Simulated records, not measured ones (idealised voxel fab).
The name of this process module is voxel self aligned contacts.
Section cut is 155 nm wide and gridded with 5 nm square cells.
We lay out every cross-section as a grid of square cells and spell it out in bands from the top down, where one band means one or more rows of cells.
It is stipulated that each band's entry specify, in nanometres, the height of the top of the band and then that of its bottom, followed by the materials of the band in left-to-right sequence, each together with its width in nanometres. A single material marked by the word "edge to edge" is understood to fill the band from edge to edge; the word "air" is understood to denote empty space.
For the purposes of this specification, 0 denotes the height below which the wafer in its as-received condition is composed wholly of one material, and the lowermost band, lacking a lower limit, extends downward without end, as expressed in "z 0 and below".
A width given as "30 to 40" starts at the first number in the band's top row and ends at the second number in its bottom row, shifting by an equal amount at every step from row to row.
"no modification" for a step: no cell of the cross-section changed in that step.
Voids not open to the top, 8 cells minimum: see "Listed closed voids". Written width x height at distance; distance is from the left edge; nm.
On a step's line, text after the settings is the simulator commenting on that step.
The line of a step may include "overlay nm". On a step with a mask, this value is how far to the right of its planned place the mask lay. A negative value means the mask lay to the left.

Planned step list for the process
| 1 | op RECEIVE | material Si |
| 2 | op OXIDIZE | depth nm 5 |
| 3 | op DIRECTIONAL_DEP | material polySi | thk nm 30 |
| 4 | op DIRECTIONAL_DEP | material SiN | thk nm 25 |
| 5 | op PATTERN | tone cover | mask id GATE | material resist | width nm 25 | pitch nm 65 | thk nm 20 | overlay nm 0 |
| 6 | op DIRECTIONAL_ETCH | etch materials SiN | depth nm 25 |
| 7 | op DIRECTIONAL_ETCH | etch materials polySi | depth nm 30 |
| 8 | op STRIP | etch materials resist |
| 9 | op CONFORMAL_DEP | material SiN | thk nm 10 |
| 10 | op DIRECTIONAL_ETCH | etch materials SiN | depth nm 10 |
| 11 | op FILL_DEP | material SiO2 | thk nm 20 |
| 12 | op CMP | height nm 65 |
| 13 | op PATTERN | tone open | mask id CONTACT | material resist | width nm 50 | thk nm 20 | overlay nm 0 |
| 14 | op DIRECTIONAL_ETCH | etch materials SiO2 | depth nm 70 |
| 15 | op STRIP | etch materials resist |
| 16 | op CONFORMAL_DEP | material TiN | thk nm 5 |
| 17 | op FILL_DEP | material W | thk nm 5 |
| 18 | op CMP | height nm 65 |
| 19 | op CONFORMAL_DEP | material SiN | thk nm 5 |

First wafer out of two, processed as planned

Cross-section: wafer on arrival = after step 1
    z 0 and below = Si edge to edge
    Listed closed voids: none

Upon completion of step 2, the wafer appears in cross-section as shown
    z 0 to -5 = SiO2 edge to edge
    Below a height of -5, the structure has not been altered.

Upon completion of step 3, the wafer appears in cross-section as shown
    z 30 to 0 = polySi edge to edge
    Below a height of 0, the structure has not been altered.

Upon completion of step 4, the wafer appears in cross-section as shown
    z 55 to 30 = SiN edge to edge
    Below a height of 30, the structure has not been altered.

Upon completion of step 5, the wafer appears in cross-section as shown
    z 75 to 55 = air=30, resist=25, air=40, resist=25, air=35
    Below a height of 55, the structure has not been altered.

Upon completion of step 6, the wafer appears in cross-section as shown
    z 75 to 55 = air=30, resist=25, air=40, resist=25, air=35
    z 55 to 30 = air=30, SiN=25, air=40, SiN=25, air=35
    Below a height of 30, the structure has not been altered.

Upon completion of step 7, the wafer appears in cross-section as shown
    z 75 to 55 = air=30, resist=25, air=40, resist=25, air=35
    z 55 to 30 = air=30, SiN=25, air=40, SiN=25, air=35
    z 30 to 0 = air=30, polySi=25, air=40, polySi=25, air=35
    Below a height of 0, the structure has not been altered.

Upon completion of step 8, the wafer appears in cross-section as shown
    z 55 to 30 = air=30, SiN=25, air=40, SiN=25, air=35
    Below a height of 30, the structure has not been altered.

Upon completion of step 9, the wafer appears in cross-section as shown
    z 65 to 30 = air=20, SiN=45, air=20, SiN=45, air=25
    z 30 to 10 = air=20, SiN=10, polySi=25, SiN=10, air=20, SiN=10, polySi=25, SiN=10, air=25
    z 10 to 0 = SiN=30, polySi=25, SiN=40, polySi=25, SiN=35
    Below a height of 0, the structure has not been altered.

Upon completion of step 10, the wafer appears in cross-section as shown
    z 55 to 30 = air=20, SiN=45, air=20, SiN=45, air=25
    z 30 to 0 = air=20, SiN=10, polySi=25, SiN=10, air=20, SiN=10, polySi=25, SiN=10, air=25
    Below a height of 0, the structure has not been altered.

Upon completion of step 11, the wafer appears in cross-section as shown
    z 75 to 55 = SiO2 edge to edge
    z 55 to 30 = SiO2=20, SiN=45, SiO2=20, SiN=45, SiO2=25
    z 30 to 0 = SiO2=20, SiN=10, polySi=25, SiN=10, SiO2=20, SiN=10, polySi=25, SiN=10, SiO2=25
    Below a height of 0, the structure has not been altered.

Upon completion of step 12, the wafer appears in cross-section as shown
    z 65 to 55 = SiO2 edge to edge
    Below a height of 55, the structure has not been altered.

Upon completion of step 13, the wafer appears in cross-section as shown
    z 85 to 65 = resist=50, air=50, resist=55
    Below a height of 65, the structure has not been altered.

Upon completion of step 14, the wafer appears in cross-section as shown
    z 85 to 65 = resist=50, air=50, resist=55
    z 65 to 55 = SiO2=50, air=50, SiO2=55
    z 55 to 30 = SiO2=20, SiN=45, air=20, SiN=45, SiO2=25
    z 30 to 0 = SiO2=20, SiN=10, polySi=25, SiN=10, air=20, SiN=10, polySi=25, SiN=10, SiO2=25
    z 0 to -5 = SiO2=65, air=20, SiO2=70
    Below a height of -5, the structure has not been altered.

Upon completion of step 15, the wafer appears in cross-section as shown
    z 65 to 55 = SiO2=50, air=50, SiO2=55
    Below a height of 55, the structure has not been altered.

Upon completion of step 16, the wafer appears in cross-section as shown
    z 70 to 65 = TiN=55, air=40, TiN=60
    z 65 to 55 = SiO2=50, TiN=5 to 20, air=40 to 10, TiN=5 to 20, SiO2=55
    z 55 to 30 = SiO2=20, SiN=45, TiN=5, air=10, TiN=5, SiN=45, SiO2=25
    z 30 to 0 = SiO2=20, SiN=10, polySi=25, SiN=10, TiN=5, air=10, TiN=5, SiN=10, polySi=25, SiN=10, SiO2=25
    z 0 to -5 = SiO2=65, TiN=20, SiO2=70
    Below a height of -5, the structure has not been altered.

Upon completion of step 17, the wafer appears in cross-section as shown
    z 75 to 70 = W edge to edge
    z 70 to 65 = TiN=55, W=40, TiN=60
    z 65 to 55 = SiO2=50, TiN=5 to 20, W=40 to 10, TiN=5 to 20, SiO2=55
    z 55 to 30 = SiO2=20, SiN=45, TiN=5, W=10, TiN=5, SiN=45, SiO2=25
    z 30 to 0 = SiO2=20, SiN=10, polySi=25, SiN=10, TiN=5, W=10, TiN=5, SiN=10, polySi=25, SiN=10, SiO2=25
    Below a height of 0, the structure has not been altered.

Upon completion of step 18, the wafer appears in cross-section as shown
    z 65 to 55 = SiO2=50, TiN=5 to 20, W=40 to 10, TiN=5 to 20, SiO2=55
    Below a height of 55, the structure has not been altered.

Upon completion of step 19, the wafer appears in cross-section as shown
    z 70 to 65 = SiN edge to edge
    Below a height of 65, the structure has not been altered.

Companion wafer, the second of two: same beginning, same intended sequence, one mistake in carrying it out; through step 4 inclusive it tracks the first exactly

The second wafer in cross-section, at the planned close of step 5
    z 75 to 55 = air=20, resist=25, air=40, resist=25, air=45
    Below a height of 55, the structure has not been altered.

The second wafer in cross-section, at the planned close of step 6
    z 75 to 55 = air=20, resist=25, air=40, resist=25, air=45
    z 55 to 30 = air=20, SiN=25, air=40, SiN=25, air=45
    Below a height of 30, the structure has not been altered.

The second wafer in cross-section, at the planned close of step 7
    z 75 to 55 = air=20, resist=25, air=40, resist=25, air=45
    z 55 to 30 = air=20, SiN=25, air=40, SiN=25, air=45
    z 30 to 0 = air=20, polySi=25, air=40, polySi=25, air=45
    Below a height of 0, the structure has not been altered.

The second wafer in cross-section, at the planned close of step 8
    z 55 to 30 = air=20, SiN=25, air=40, SiN=25, air=45
    Below a height of 30, the structure has not been altered.

The second wafer in cross-section, at the planned close of step 9
    z 65 to 30 = air=10, SiN=45, air=20, SiN=45, air=35
    z 30 to 10 = air=10, SiN=10, polySi=25, SiN=10, air=20, SiN=10, polySi=25, SiN=10, air=35
    z 10 to 0 = SiN=20, polySi=25, SiN=40, polySi=25, SiN=45
    Below a height of 0, the structure has not been altered.

The second wafer in cross-section, at the planned close of step 10
    z 55 to 30 = air=10, SiN=45, air=20, SiN=45, air=35
    z 30 to 0 = air=10, SiN=10, polySi=25, SiN=10, air=20, SiN=10, polySi=25, SiN=10, air=35
    Below a height of 0, the structure has not been altered.

The second wafer in cross-section, at the planned close of step 11
    z 75 to 55 = SiO2 edge to edge
    z 55 to 30 = SiO2=10, SiN=45, SiO2=20, SiN=45, SiO2=35
    z 30 to 0 = SiO2=10, SiN=10, polySi=25, SiN=10, SiO2=20, SiN=10, polySi=25, SiN=10, SiO2=35
    Below a height of 0, the structure has not been altered.

The second wafer in cross-section, at the planned close of step 12
    z 65 to 55 = SiO2 edge to edge
    Below a height of 55, the structure has not been altered.

The second wafer in cross-section, at the planned close of step 13
    z 85 to 65 = resist=50, air=50, resist=55
    Below a height of 65, the structure has not been altered.

The second wafer in cross-section, at the planned close of step 14
    z 85 to 65 = resist=50, air=50, resist=55
    z 65 to 55 = SiO2=50, air=50, SiO2=55
    z 55 to 30 = SiO2=10, SiN=45, air=20, SiN=45, SiO2=35
    z 30 to 0 = SiO2=10, SiN=10, polySi=25, SiN=10, air=20, SiN=10, polySi=25, SiN=10, SiO2=35
    z 0 to -5 = SiO2=55, air=20, SiO2=80
    Below a height of -5, the structure has not been altered.

The second wafer in cross-section, at the planned close of step 15
    z 65 to 55 = SiO2=50, air=50, SiO2=55
    Below a height of 55, the structure has not been altered.

The second wafer in cross-section, at the planned close of step 16
    z 70 to 65 = TiN=55, air=40, TiN=60
    z 65 to 55 = SiO2=50, TiN=5 to 10, air=40 to 10, TiN=5 to 30, SiO2=55
    z 55 to 30 = SiO2=10, SiN=45, TiN=5, air=10, TiN=5, SiN=45, SiO2=35
    z 30 to 0 = SiO2=10, SiN=10, polySi=25, SiN=10, TiN=5, air=10, TiN=5, SiN=10, polySi=25, SiN=10, SiO2=35
    z 0 to -5 = SiO2=55, TiN=20, SiO2=80
    Below a height of -5, the structure has not been altered.

The second wafer in cross-section, at the planned close of step 17
    z 75 to 70 = W edge to edge
    z 70 to 65 = TiN=55, W=40, TiN=60
    z 65 to 55 = SiO2=50, TiN=5 to 10, W=40 to 10, TiN=5 to 30, SiO2=55
    z 55 to 30 = SiO2=10, SiN=45, TiN=5, W=10, TiN=5, SiN=45, SiO2=35
    z 30 to 0 = SiO2=10, SiN=10, polySi=25, SiN=10, TiN=5, W=10, TiN=5, SiN=10, polySi=25, SiN=10, SiO2=35
    Below a height of 0, the structure has not been altered.

The second wafer in cross-section, at the planned close of step 18
    z 65 to 55 = SiO2=50, TiN=5 to 10, W=40 to 10, TiN=5 to 30, SiO2=55
    Below a height of 55, the structure has not been altered.

The second wafer in cross-section, at the planned close of step 19
    z 70 to 65 = SiN edge to edge
    Below a height of 65, the structure has not been altered.
Run error: for step 5, the planned setting was not used; the step was instead run as op PATTERN | tone cover | mask id GATE | material resist | width nm 25 | pitch nm 65 | thk nm 20 | overlay nm -10
So at the finish, the second wafer's got exactly as many cells of each material as the first, just not in the same spots.
